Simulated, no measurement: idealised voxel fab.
process module | voxel trench capacitor
cross-section cut | 250 nm wide | cells 5 nm
A cross-section is a grid of square cells, given in bands from the top down. A band is one or more rows of cells.
Each band's line starts with the height of the band's top and of its bottom, in nm. Then come its materials from left to right, each with its width in nm. One material with "throughout" fills the band from edge to edge. "air" is empty space.
Height 0 is the level under which the wafer as received is all one material. The lowest band goes on downwards, as in "0 down".
A width such as "30 to 40" changes by the same amount from each row of cells to the next, from the band's top row to its bottom row.
"no change" after a step means that no cell of the cross-section changed.
closed voids: empty space of 8 cells or more with no open way to the top, each as width x height at its distance from the left edge, in nm
after a step's settings: what the simulator itself notes on the step
overlay nm, on a step with a mask: how far to the right of its planned place the mask lay; to the left if negative
Each pair below shows a cross-section before one step and the cross-section after it, down to the lowest band that changed. The line under each pair gives the step between them, with its settings. The pairs can come from different runs of this module on the same starting wafer, so a pair continues from the pair above only where its "before" says so.
before
  0 down: Si throughout
  closed voids: none
after
  10 to 0: SiN throughout
  below 0: unchanged
  closed voids: none
the step between: op CONFORMAL_DEP | material SiN | thk nm 10
before: the cross-section after the pair above
after
  20 to 10: aC throughout
  below 10: unchanged
  closed voids: none
the step between: op DIRECTIONAL_DEP | material aC | thk nm 10
before: the cross-section after the pair above
after
  45 to 20: resist 75 | air 15 | resist 25 | air 15 | resist 25 | air 15 | resist 80
  below 20: unchanged
  closed voids: none
the step between: op PATTERN | tone open | mask id TRENCH | material resist | width nm 15 | pitch nm 40 | thk nm 25 | overlay nm 0
before: the cross-section after the pair above
after
  35 to 20: resist 75 | air 15 | resist 25 | air 15 | resist 25 | air 15 | resist 80
  20 to 10: aC 75 | air 15 | aC 25 | air 15 | aC 25 | air 15 | aC 80
  below 10: unchanged
  closed voids: none
the step between: op DIRECTIONAL_ETCH | etch materials aC | depth nm 10
before: the cross-section after the pair above
after
  20 to 10: aC 75 | air 15 | aC 25 | air 15 | aC 25 | air 15 | aC 80
  below 10: unchanged
  closed voids: none
the step between: op STRIP | etch materials resist
before: the cross-section after the pair above
after
  20 to 10: aC 75 | air 15 | aC 25 | air 15 | aC 25 | air 15 | aC 80
  10 to 0: SiN 75 | air 15 | SiN 25 | air 15 | SiN 25 | air 15 | SiN 80
  below 0: unchanged
  closed voids: none
the step between: op DIRECTIONAL_ETCH | etch materials SiN | depth nm 10
before: the cross-section after the pair above
after
  20 to 10: aC 75 | air 15 | aC 25 | air 15 | aC 25 | air 15 | aC 80
  10 to 0: SiN 75 | air 15 | SiN 25 | air 15 | SiN 25 | air 15 | SiN 80
  0 to -40: Si 75 | air 15 | Si 25 | air 15 | Si 25 | air 15 | Si 80
  below -40: unchanged
  closed voids: none
the step between: op DIRECTIONAL_ETCH | etch materials Si | depth nm 40
before: the cross-section after the pair above
after
  10 to 0: SiN 75 | air 15 | SiN 25 | air 15 | SiN 25 | air 15 | SiN 80
  below 0: unchanged
  closed voids: none
the step between: op STRIP | etch materials aC
before: the cross-section after the pair above
after
  15 to 10: SiO2 80 | air 5 | SiO2 35 | air 5 | SiO2 35 | air 5 | SiO2 85
  10 to 0: SiN 75 | SiO2 5 | air 5 | SiO2 5 | SiN 25 | SiO2 5 | air 5 | SiO2 5 | SiN 25 | SiO2 5 | air 5 | SiO2 5 | SiN 80
  0 to -35: Si 75 | SiO2 5 | air 5 | SiO2 5 | Si 25 | SiO2 5 | air 5 | SiO2 5 | Si 25 | SiO2 5 | air 5 | SiO2 5 | Si 80
  -35 to -40: Si 75 | SiO2 15 | Si 25 | SiO2 15 | Si 25 | SiO2 15 | Si 80
  below -40: unchanged
  closed voids: none
the step between: op CONFORMAL_DEP | material SiO2 | thk nm 5
before: the cross-section after the pair above
after
  25 to 15: polySi throughout
  15 to 10: SiO2 80 | polySi 5 | SiO2 35 | polySi 5 | SiO2 35 | polySi 5 | SiO2 85
  10 to 0: SiN 75 | SiO2 5 | polySi 5 | SiO2 5 | SiN 25 | SiO2 5 | polySi 5 | SiO2 5 | SiN 25 | SiO2 5 | polySi 5 | SiO2 5 | SiN 80
  0 to -35: Si 75 | SiO2 5 | polySi 5 | SiO2 5 | Si 25 | SiO2 5 | polySi 5 | SiO2 5 | Si 25 | SiO2 5 | polySi 5 | SiO2 5 | Si 80
  below -35: unchanged
  closed voids: none
the step between: op FILL_DEP | material polySi | thk nm 10
before: the cross-section after the pair above
after
  10 to 0: SiN 75 | SiO2 5 | polySi 5 | SiO2 5 | SiN 25 | SiO2 5 | polySi 5 | SiO2 5 | SiN 25 | SiO2 5 | polySi 5 | SiO2 5 | SiN 80
  below 0: unchanged
  closed voids: none
the step between: op CMP | height nm 10
before
  20 to 10: aC 75 | air 15 | aC 25 | air 15 | aC 25 | air 15 | aC 80
  10 to 0: SiN 75 | air 15 | SiN 25 | air 15 | SiN 25 | air 15 | SiN 80
  0 to -40: Si 75 | air 15 | Si 25 | air 15 | Si 25 | air 15 | Si 80
  -40 down: Si throughout
  closed voids: none
after
  25 to 20: SiO2 80 | air 5 | SiO2 35 | air 5 | SiO2 35 | air 5 | SiO2 85
  20 to 10: aC 75 | SiO2 5 | air 5 | SiO2 5 | aC 25 | SiO2 5 | air 5 | SiO2 5 | aC 25 | SiO2 5 | air 5 | SiO2 5 | aC 80
  10 to 0: SiN 75 | SiO2 5 | air 5 | SiO2 5 | SiN 25 | SiO2 5 | air 5 | SiO2 5 | SiN 25 | SiO2 5 | air 5 | SiO2 5 | SiN 80
  0 to -35: Si 75 | SiO2 5 | air 5 | SiO2 5 | Si 25 | SiO2 5 | air 5 | SiO2 5 | Si 25 | SiO2 5 | air 5 | SiO2 5 | Si 80
  -35 to -40: Si 75 | SiO2 15 | Si 25 | SiO2 15 | Si 25 | SiO2 15 | Si 80
  below -40: unchanged
  closed voids: none
the step between: op CONFORMAL_DEP | material SiO2 | thk nm 5
before: the cross-section after the pair above
after
  35 to 25: polySi throughout
  25 to 20: SiO2 80 | polySi 5 | SiO2 35 | polySi 5 | SiO2 35 | polySi 5 | SiO2 85
  20 to 10: aC 75 | SiO2 5 | polySi 5 | SiO2 5 | aC 25 | SiO2 5 | polySi 5 | SiO2 5 | aC 25 | SiO2 5 | polySi 5 | SiO2 5 | aC 80
  10 to 0: SiN 75 | SiO2 5 | polySi 5 | SiO2 5 | SiN 25 | SiO2 5 | polySi 5 | SiO2 5 | SiN 25 | SiO2 5 | polySi 5 | SiO2 5 | SiN 80
  0 to -35: Si 75 | SiO2 5 | polySi 5 | SiO2 5 | Si 25 | SiO2 5 | polySi 5 | SiO2 5 | Si 25 | SiO2 5 | polySi 5 | SiO2 5 | Si 80
  below -35: unchanged
  closed voids: none
the step between: op FILL_DEP | material polySi | thk nm 10
before: the cross-section after the pair above
after
  10 to 0: SiN 75 | SiO2 5 | polySi 5 | SiO2 5 | SiN 25 | SiO2 5 | polySi 5 | SiO2 5 | SiN 25 | SiO2 5 | polySi 5 | SiO2 5 | SiN 80
  below 0: unchanged
  closed voids: none
the step between: op CMP | height nm 10
before
  20 to 10: aC 75 | air 15 | aC 25 | air 15 | aC 25 | air 15 | aC 80
  10 to 0: SiN 75 | air 15 | SiN 25 | air 15 | SiN 25 | air 15 | SiN 80
  0 down: Si throughout
  closed voids: none
after
  20 to 10: aC 75 | air 15 | aC 25 | air 15 | aC 25 | air 15 | aC 80
  10 to 0: SiN 75 | air 15 | SiN 25 | air 15 | SiN 25 | air 15 | SiN 80
  0 to -45: Si 75 | air 15 | Si 25 | air 15 | Si 25 | air 15 | Si 80
  below -45: unchanged
  closed voids: none
the step between: op DIRECTIONAL_ETCH | etch materials Si | depth nm 45
before: the cross-section after the pair above
after
  10 to 0: SiN 75 | air 15 | SiN 25 | air 15 | SiN 25 | air 15 | SiN 80
  below 0: unchanged
  closed voids: none
the step between: op STRIP | etch materials aC
before: the cross-section after the pair above
after
  15 to 10: SiO2 80 | air 5 | SiO2 35 | air 5 | SiO2 35 | air 5 | SiO2 85
  10 to 0: SiN 75 | SiO2 5 | air 5 | SiO2 5 | SiN 25 | SiO2 5 | air 5 | SiO2 5 | SiN 25 | SiO2 5 | air 5 | SiO2 5 | SiN 80
  0 to -40: Si 75 | SiO2 5 | air 5 | SiO2 5 | Si 25 | SiO2 5 | air 5 | SiO2 5 | Si 25 | SiO2 5 | air 5 | SiO2 5 | Si 80
  -40 to -45: Si 75 | SiO2 15 | Si 25 | SiO2 15 | Si 25 | SiO2 15 | Si 80
  below -45: unchanged
  closed voids: none
the step between: op CONFORMAL_DEP | material SiO2 | thk nm 5
before: the cross-section after the pair above
after
  25 to 15: polySi throughout
  15 to 10: SiO2 80 | polySi 5 | SiO2 35 | polySi 5 | SiO2 35 | polySi 5 | SiO2 85
  10 to 0: SiN 75 | SiO2 5 | polySi 5 | SiO2 5 | SiN 25 | SiO2 5 | polySi 5 | SiO2 5 | SiN 25 | SiO2 5 | polySi 5 | SiO2 5 | SiN 80
  0 to -40: Si 75 | SiO2 5 | polySi 5 | SiO2 5 | Si 25 | SiO2 5 | polySi 5 | SiO2 5 | Si 25 | SiO2 5 | polySi 5 | SiO2 5 | Si 80
  below -40: unchanged
  closed voids: none
the step between: op FILL_DEP | material polySi | thk nm 10
before: the cross-section after the pair above
after
  10 to 0: SiN 75 | SiO2 5 | polySi 5 | SiO2 5 | SiN 25 | SiO2 5 | polySi 5 | SiO2 5 | SiN 25 | SiO2 5 | polySi 5 | SiO2 5 | SiN 80
  below 0: unchanged
  closed voids: none
the step between: op CMP | height nm 10
before
  20 to 10: aC throughout
  10 to 0: SiN throughout
  0 down: Si throughout
  closed voids: none
after
  45 to 20: resist 70 | air 25 | resist 15 | air 25 | resist 15 | air 25 | resist 75
  below 20: unchanged
  closed voids: none
the step between: op PATTERN | tone open | mask id TRENCH | material resist | width nm 25 | pitch nm 40 | thk nm 25 | overlay nm 0
before: the cross-section after the pair above
after
  35 to 20: resist 70 | air 25 | resist 15 | air 25 | resist 15 | air 25 | resist 75
  20 to 10: aC 70 | air 25 | aC 15 | air 25 | aC 15 | air 25 | aC 75
  below 10: unchanged
  closed voids: none
the step between: op DIRECTIONAL_ETCH | etch materials aC | depth nm 10
before: the cross-section after the pair above
after
  20 to 10: aC 70 | air 25 | aC 15 | air 25 | aC 15 | air 25 | aC 75
  below 10: unchanged
  closed voids: none
the step between: op STRIP | etch materials resist
before: the cross-section after the pair above
after
  20 to 10: aC 70 | air 25 | aC 15 | air 25 | aC 15 | air 25 | aC 75
  10 to 0: SiN 70 | air 25 | SiN 15 | air 25 | SiN 15 | air 25 | SiN 75
  below 0: unchanged
  closed voids: none
the step between: op DIRECTIONAL_ETCH | etch materials SiN | depth nm 10
before: the cross-section after the pair above
after
  20 to 10: aC 70 | air 25 | aC 15 | air 25 | aC 15 | air 25 | aC 75
  10 to 0: SiN 70 | air 25 | SiN 15 | air 25 | SiN 15 | air 25 | SiN 75
  0 to -40: Si 70 | air 25 | Si 15 | air 25 | Si 15 | air 25 | Si 75
  below -40: unchanged
  closed voids: none
the step between: op DIRECTIONAL_ETCH | etch materials Si | depth nm 40
before: the cross-section after the pair above
after
  10 to 0: SiN 70 | air 25 | SiN 15 | air 25 | SiN 15 | air 25 | SiN 75
  below 0: unchanged
  closed voids: none
the step between: op STRIP | etch materials aC
before: the cross-section after the pair above
after
  15 to 10: SiO2 75 | air 15 | SiO2 25 | air 15 | SiO2 25 | air 15 | SiO2 80
  10 to 0: SiN 70 | SiO2 5 | air 15 | SiO2 5 | SiN 15 | SiO2 5 | air 15 | SiO2 5 | SiN 15 | SiO2 5 | air 15 | SiO2 5 | SiN 75
  0 to -35: Si 70 | SiO2 5 | air 15 | SiO2 5 | Si 15 | SiO2 5 | air 15 | SiO2 5 | Si 15 | SiO2 5 | air 15 | SiO2 5 | Si 75
  -35 to -40: Si 70 | SiO2 25 | Si 15 | SiO2 25 | Si 15 | SiO2 25 | Si 75
  below -40: unchanged
  closed voids: none
the step between: op CONFORMAL_DEP | material SiO2 | thk nm 5
before: the cross-section after the pair above
after
  25 to 15: polySi throughout
  15 to 10: SiO2 75 | polySi 15 | SiO2 25 | polySi 15 | SiO2 25 | polySi 15 | SiO2 80
  10 to 0: SiN 70 | SiO2 5 | polySi 15 | SiO2 5 | SiN 15 | SiO2 5 | polySi 15 | SiO2 5 | SiN 15 | SiO2 5 | polySi 15 | SiO2 5 | SiN 75
  0 to -35: Si 70 | SiO2 5 | polySi 15 | SiO2 5 | Si 15 | SiO2 5 | polySi 15 | SiO2 5 | Si 15 | SiO2 5 | polySi 15 | SiO2 5 | Si 75
  below -35: unchanged
  closed voids: none
the step between: op FILL_DEP | material polySi | thk nm 10
before: the cross-section after the pair above
after
  10 to 0: SiN 70 | SiO2 5 | polySi 15 | SiO2 5 | SiN 15 | SiO2 5 | polySi 15 | SiO2 5 | SiN 15 | SiO2 5 | polySi 15 | SiO2 5 | SiN 75
  below 0: unchanged
  closed voids: none
the step between: op CMP | height nm 10
before
  20 to 10: aC throughout
  10 to 0: SiN throughout
  0 down: Si throughout
  closed voids: none
after
  45 to 20: resist 70 | air 15 | resist 25 | air 15 | resist 25 | air 15 | resist 85
  below 20: unchanged
  closed voids: none
the step between: op PATTERN | tone open | mask id TRENCH | material resist | width nm 15 | pitch nm 40 | thk nm 25 | overlay nm -5
before: the cross-section after the pair above
after
  35 to 20: resist 70 | air 15 | resist 25 | air 15 | resist 25 | air 15 | resist 85
  20 to 10: aC 70 | air 15 | aC 25 | air 15 | aC 25 | air 15 | aC 85
  below 10: unchanged
  closed voids: none
the step between: op DIRECTIONAL_ETCH | etch materials aC | depth nm 10
before: the cross-section after the pair above
after
  20 to 10: aC 70 | air 15 | aC 25 | air 15 | aC 25 | air 15 | aC 85
  below 10: unchanged
  closed voids: none
the step between: op STRIP | etch materials resist
before: the cross-section after the pair above
after
  20 to 10: aC 70 | air 15 | aC 25 | air 15 | aC 25 | air 15 | aC 85
  10 to 0: SiN 70 | air 15 | SiN 25 | air 15 | SiN 25 | air 15 | SiN 85
  below 0: unchanged
  closed voids: none
the step between: op DIRECTIONAL_ETCH | etch materials SiN | depth nm 10
before: the cross-section after the pair above
after
  20 to 10: aC 70 | air 15 | aC 25 | air 15 | aC 25 | air 15 | aC 85
  10 to 0: SiN 70 | air 15 | SiN 25 | air 15 | SiN 25 | air 15 | SiN 85
  0 to -40: Si 70 | air 15 | Si 25 | air 15 | Si 25 | air 15 | Si 85
  below -40: unchanged
  closed voids: none
the step between: op DIRECTIONAL_ETCH | etch materials Si | depth nm 40
before: the cross-section after the pair above
after
  10 to 0: SiN 70 | air 15 | SiN 25 | air 15 | SiN 25 | air 15 | SiN 85
  below 0: unchanged
  closed voids: none
the step between: op STRIP | etch materials aC
before: the cross-section after the pair above
after
  15 to 10: SiO2 75 | air 5 | SiO2 35 | air 5 | SiO2 35 | air 5 | SiO2 90
  10 to 0: SiN 70 | SiO2 5 | air 5 | SiO2 5 | SiN 25 | SiO2 5 | air 5 | SiO2 5 | SiN 25 | SiO2 5 | air 5 | SiO2 5 | SiN 85
  0 to -35: Si 70 | SiO2 5 | air 5 | SiO2 5 | Si 25 | SiO2 5 | air 5 | SiO2 5 | Si 25 | SiO2 5 | air 5 | SiO2 5 | Si 85
  -35 to -40: Si 70 | SiO2 15 | Si 25 | SiO2 15 | Si 25 | SiO2 15 | Si 85
  below -40: unchanged
  closed voids: none
the step between: op CONFORMAL_DEP | material SiO2 | thk nm 5
before: the cross-section after the pair above
after
  25 to 15: polySi throughout
  15 to 10: SiO2 75 | polySi 5 | SiO2 35 | polySi 5 | SiO2 35 | polySi 5 | SiO2 90
  10 to 0: SiN 70 | SiO2 5 | polySi 5 | SiO2 5 | SiN 25 | SiO2 5 | polySi 5 | SiO2 5 | SiN 25 | SiO2 5 | polySi 5 | SiO2 5 | SiN 85
  0 to -35: Si 70 | SiO2 5 | polySi 5 | SiO2 5 | Si 25 | SiO2 5 | polySi 5 | SiO2 5 | Si 25 | SiO2 5 | polySi 5 | SiO2 5 | Si 85
  below -35: unchanged
  closed voids: none
the step between: op FILL_DEP | material polySi | thk nm 10
before: the cross-section after the pair above
after
  10 to 0: SiN 70 | SiO2 5 | polySi 5 | SiO2 5 | SiN 25 | SiO2 5 | polySi 5 | SiO2 5 | SiN 25 | SiO2 5 | polySi 5 | SiO2 5 | SiN 85
  below 0: unchanged
  closed voids: none
the step between: op CMP | height nm 10
before
  0 down: Si throughout
  closed voids: none
after
  10 to 0: polySi throughout
  below 0: unchanged
  closed voids: none
the step between: op CONFORMAL_DEP | material polySi | thk nm 10
before: the cross-section after the pair above
after
  20 to 10: aC throughout
  below 10: unchanged
  closed voids: none
the step between: op DIRECTIONAL_DEP | material aC | thk nm 10
before: the cross-section after the pair above
after
  45 to 20: resist 75 | air 15 | resist 25 | air 15 | resist 25 | air 15 | resist 80
  below 20: unchanged
  closed voids: none
the step between: op PATTERN | tone open | mask id TRENCH | material resist | width nm 15 | pitch nm 40 | thk nm 25 | overlay nm 0
before: the cross-section after the pair above
after
  35 to 20: resist 75 | air 15 | resist 25 | air 15 | resist 25 | air 15 | resist 80
  20 to 10: aC 75 | air 15 | aC 25 | air 15 | aC 25 | air 15 | aC 80
  below 10: unchanged
  closed voids: none
the step between: op DIRECTIONAL_ETCH | etch materials aC | depth nm 10
before: the cross-section after the pair above
after
  20 to 10: aC 75 | air 15 | aC 25 | air 15 | aC 25 | air 15 | aC 80
  below 10: unchanged
  closed voids: none
the step between: op STRIP | etch materials resist
before: the cross-section after the pair above
after
  20 to 10: aC 75 | air 15 | aC 25 | air 15 | aC 25 | air 15 | aC 80
  10 to 0: polySi 75 | air 15 | polySi 25 | air 15 | polySi 25 | air 15 | polySi 80
  0 to -30: Si 75 | air 15 | Si 25 | air 15 | Si 25 | air 15 | Si 80
  below -30: unchanged
  closed voids: none
the step between: op DIRECTIONAL_ETCH | etch materials Si | depth nm 40
before: the cross-section after the pair above
after
  10 to 0: polySi 75 | air 15 | polySi 25 | air 15 | polySi 25 | air 15 | polySi 80
  below 0: unchanged
  closed voids: none
the step between: op STRIP | etch materials aC
before: the cross-section after the pair above
after
  15 to 10: SiO2 80 | air 5 | SiO2 35 | air 5 | SiO2 35 | air 5 | SiO2 85
  10 to 0: polySi 75 | SiO2 5 | air 5 | SiO2 5 | polySi 25 | SiO2 5 | air 5 | SiO2 5 | polySi 25 | SiO2 5 | air 5 | SiO2 5 | polySi 80
  0 to -25: Si 75 | SiO2 5 | air 5 | SiO2 5 | Si 25 | SiO2 5 | air 5 | SiO2 5 | Si 25 | SiO2 5 | air 5 | SiO2 5 | Si 80
  -25 to -30: Si 75 | SiO2 15 | Si 25 | SiO2 15 | Si 25 | SiO2 15 | Si 80
  below -30: unchanged
  closed voids: none
the step between: op CONFORMAL_DEP | material SiO2 | thk nm 5
before: the cross-section after the pair above
after
  25 to 15: polySi throughout
  15 to 10: SiO2 80 | polySi 5 | SiO2 35 | polySi 5 | SiO2 35 | polySi 5 | SiO2 85
  10 to 0: polySi 75 | SiO2 5 | polySi 5 | SiO2 5 | polySi 25 | SiO2 5 | polySi 5 | SiO2 5 | polySi 25 | SiO2 5 | polySi 5 | SiO2 5 | polySi 80
  0 to -25: Si 75 | SiO2 5 | polySi 5 | SiO2 5 | Si 25 | SiO2 5 | polySi 5 | SiO2 5 | Si 25 | SiO2 5 | polySi 5 | SiO2 5 | Si 80
  below -25: unchanged
  closed voids: none
the step between: op FILL_DEP | material polySi | thk nm 10
before: the cross-section after the pair above
after
  10 to 0: polySi 75 | SiO2 5 | polySi 5 | SiO2 5 | polySi 25 | SiO2 5 | polySi 5 | SiO2 5 | polySi 25 | SiO2 5 | polySi 5 | SiO2 5 | polySi 80
  below 0: unchanged
  closed voids: none
the step between: op CMP | height nm 10
before
  20 to 10: aC throughout
  10 to 0: SiN throughout
  0 down: Si throughout
  closed voids: none
after
  45 to 20: air 75 | resist 15 | air 25 | resist 15 | air 25 | resist 15 | air 80
  below 20: unchanged
  closed voids: none
the step between: op PATTERN | tone cover | mask id TRENCH | material resist | width nm 15 | pitch nm 40 | thk nm 25 | overlay nm 0
before: the cross-section after the pair above
after
  35 to 20: air 75 | resist 15 | air 25 | resist 15 | air 25 | resist 15 | air 80
  20 to 10: air 75 | aC 15 | air 25 | aC 15 | air 25 | aC 15 | air 80
  below 10: unchanged
  closed voids: none
the step between: op DIRECTIONAL_ETCH | etch materials aC | depth nm 10
before: the cross-section after the pair above
after
  20 to 10: air 75 | aC 15 | air 25 | aC 15 | air 25 | aC 15 | air 80
  below 10: unchanged
  closed voids: none
the step between: op STRIP | etch materials resist
before: the cross-section after the pair above
after
  20 to 10: air 75 | aC 15 | air 25 | aC 15 | air 25 | aC 15 | air 80
  10 to 0: air 75 | SiN 15 | air 25 | SiN 15 | air 25 | SiN 15 | air 80
  below 0: unchanged
  closed voids: none
the step between: op DIRECTIONAL_ETCH | etch materials SiN | depth nm 10
before: the cross-section after the pair above
after
  20 to 10: air 75 | aC 15 | air 25 | aC 15 | air 25 | aC 15 | air 80
  10 to 0: air 75 | SiN 15 | air 25 | SiN 15 | air 25 | SiN 15 | air 80
  0 to -40: air 75 | Si 15 | air 25 | Si 15 | air 25 | Si 15 | air 80
  below -40: unchanged
  closed voids: none
the step between: op DIRECTIONAL_ETCH | etch materials Si | depth nm 40
before: the cross-section after the pair above
after
  10 to 0: air 75 | SiN 15 | air 25 | SiN 15 | air 25 | SiN 15 | air 80
  below 0: unchanged
  closed voids: none
the step between: op STRIP | etch materials aC
before: the cross-section after the pair above
after
  15 to 10: air 70 | SiO2 25 | air 15 | SiO2 25 | air 15 | SiO2 25 | air 75
  10 to 0: air 70 | SiO2 5 | SiN 15 | SiO2 5 | air 15 | SiO2 5 | SiN 15 | SiO2 5 | air 15 | SiO2 5 | SiN 15 | SiO2 5 | air 75
  0 to -35: air 70 | SiO2 5 | Si 15 | SiO2 5 | air 15 | SiO2 5 | Si 15 | SiO2 5 | air 15 | SiO2 5 | Si 15 | SiO2 5 | air 75
  -35 to -40: SiO2 75 | Si 15 | SiO2 25 | Si 15 | SiO2 25 | Si 15 | SiO2 80
  below -40: unchanged
  closed voids: none
the step between: op CONFORMAL_DEP | material SiO2 | thk nm 5
before: the cross-section after the pair above
after
  25 to 15: polySi throughout
  15 to 10: polySi 70 | SiO2 25 | polySi 15 | SiO2 25 | polySi 15 | SiO2 25 | polySi 75
  10 to 0: polySi 70 | SiO2 5 | SiN 15 | SiO2 5 | polySi 15 | SiO2 5 | SiN 15 | SiO2 5 | polySi 15 | SiO2 5 | SiN 15 | SiO2 5 | polySi 75
  0 to -35: polySi 70 | SiO2 5 | Si 15 | SiO2 5 | polySi 15 | SiO2 5 | Si 15 | SiO2 5 | polySi 15 | SiO2 5 | Si 15 | SiO2 5 | polySi 75
  below -35: unchanged
  closed voids: none
the step between: op FILL_DEP | material polySi | thk nm 10
before: the cross-section after the pair above
after
  10 to 0: polySi 70 | SiO2 5 | SiN 15 | SiO2 5 | polySi 15 | SiO2 5 | SiN 15 | SiO2 5 | polySi 15 | SiO2 5 | SiN 15 | SiO2 5 | polySi 75
  below 0: unchanged
  closed voids: none
the step between: op CMP | height nm 10
